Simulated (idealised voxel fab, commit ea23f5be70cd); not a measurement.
This section sets out a process module, namely voxel self aligned vias.
Pictured: cross-section cut, 205 nm wide, on a grid of 5 nm square cells.
Cross-section layout: square cells on a grid; listed as bands, top to bottom; a band spans one or more cell rows. Look at the band entry: it leads with the top's height and the bottom's height in nm. Then it lists the materials left to right, with a width in nm for each. The word "edge to edge" on a single material says that material fills the band edge to edge. The word "empty" is empty space. Heights are expressed relative to 0, this being the level below which the as-received wafer comprises one material exclusively. The lowest band is unbounded in the downward direction and is denoted as in "0 nm and below". A width such as "30..40" changes by the same amount from each row of cells to the next, from the band's top row to its bottom row. Any step labelled "stayed the same" changed none of the cells in the cross-section. This entry, "Closed void register", enumerates those empty regions of no fewer than 8 cells that possess no open connection to the top. Each region is reported in the form width x height at distance, the distance being taken from the left edge, with all three quantities expressed in nm. What comes after the settings on a step's line is commentary from the simulator itself on that step. When a step includes a mask, the "overlay nm" setting on its line states how far to the right of its planned place that mask lay, and negative values state how far to the left.
Here's what the planned process steps look like
1: RECEIVE: material Si
2: CONFORMAL_DEP: material SiO2, thk nm 10
3: CONFORMAL_DEP: material SiCN, thk nm 5
4: DIRECTIONAL_DEP: material lowk, thk nm 30
5: MASKED_ETCH: tone open, mask id LINES, width nm 20, pitch nm 50, etch materials lowk, depth nm 30, overlay nm 0
6: CONFORMAL_DEP: material TiN, thk nm 5
7: FILL_DEP: material W, thk nm 10
8: CMP: height nm 45
9: SELECTIVE_ETCH: etch materials W Ru TiN, depth nm 5
10: FILL_DEP: material SiN, thk nm 10
11: CMP: height nm 45
12: DIRECTIONAL_DEP: material lowk, thk nm 20
13: MASKED_ETCH: tone open, mask id VIAS, width nm 30, pitch nm 50, etch materials lowk, depth nm 20, overlay nm 0
14: MASKED_ETCH: tone open, mask id VIAS, width nm 30, pitch nm 50, etch materials SiN, depth nm 5, overlay nm 0
15: CONFORMAL_DEP: material TiN, thk nm 5
16: FILL_DEP: material Cu, thk nm 10
17: CMP: height nm 65
18: CONFORMAL_DEP: material SiN, thk nm 5
The cross-section here shows the wafer as received, i.e. in its state after step 1
0 nm and below = Si edge to edge
Closed void register: none
Looking at the first of two wafers in cross-section at end of module - ran to plan
70 nm to 65 nm = SiN edge to edge
65 nm to 50 nm = lowk=60, TiN=5, Cu=20, TiN=5, lowk=20, TiN=5, Cu=20, TiN=5, lowk=65
50 nm to 45 nm = lowk=60, TiN=10, Cu=10, TiN=10, lowk=20, TiN=10, Cu=10, TiN=10, lowk=65
45 nm to 40 nm = lowk=65, TiN=20, lowk=30, TiN=20, lowk=70
40 nm to 20 nm = lowk=65, TiN=5, W=10, TiN=5, lowk=30, TiN=5, W=10, TiN=5, lowk=70
20 nm to 15 nm = lowk=65, TiN=20, lowk=30, TiN=20, lowk=70
15 nm to 10 nm = SiCN edge to edge
10 nm to 0 nm = SiO2 edge to edge
0 nm and below = Si edge to edge
Closed void register: none
Here is the second of the two wafers cut open at the end of the module - same start, same plan as the first one, but we made one mistake running it
70 nm to 65 nm = SiN edge to edge
65 nm to 45 nm = lowk=60, TiN=5, Cu=20, TiN=5, lowk=20, TiN=5, Cu=20, TiN=5, lowk=65
45 nm to 40 nm = lowk=60, TiN=30, lowk=20, TiN=30, lowk=65
40 nm to 25 nm = lowk=60, TiN=10, W=10, TiN=10, lowk=20, TiN=10, W=10, TiN=10, lowk=65
25 nm to 20 nm = lowk=65, TiN=5, W=10, TiN=5, lowk=30, TiN=5, W=10, TiN=5, lowk=70
20 nm to 15 nm = lowk=65, TiN=20, lowk=30, TiN=20, lowk=70
15 nm to 10 nm = SiCN edge to edge
10 nm to 0 nm = SiO2 edge to edge
0 nm and below = Si edge to edge
Closed void register: none
Which mistake was made when the wafer was run? step 13 of the plan was executed twice over
Per the end-of-run cell counts, the second wafer holds more or fewer of some materials than the first: Cu: 4 more | TiN: 12 more | lowk: 16 fewer
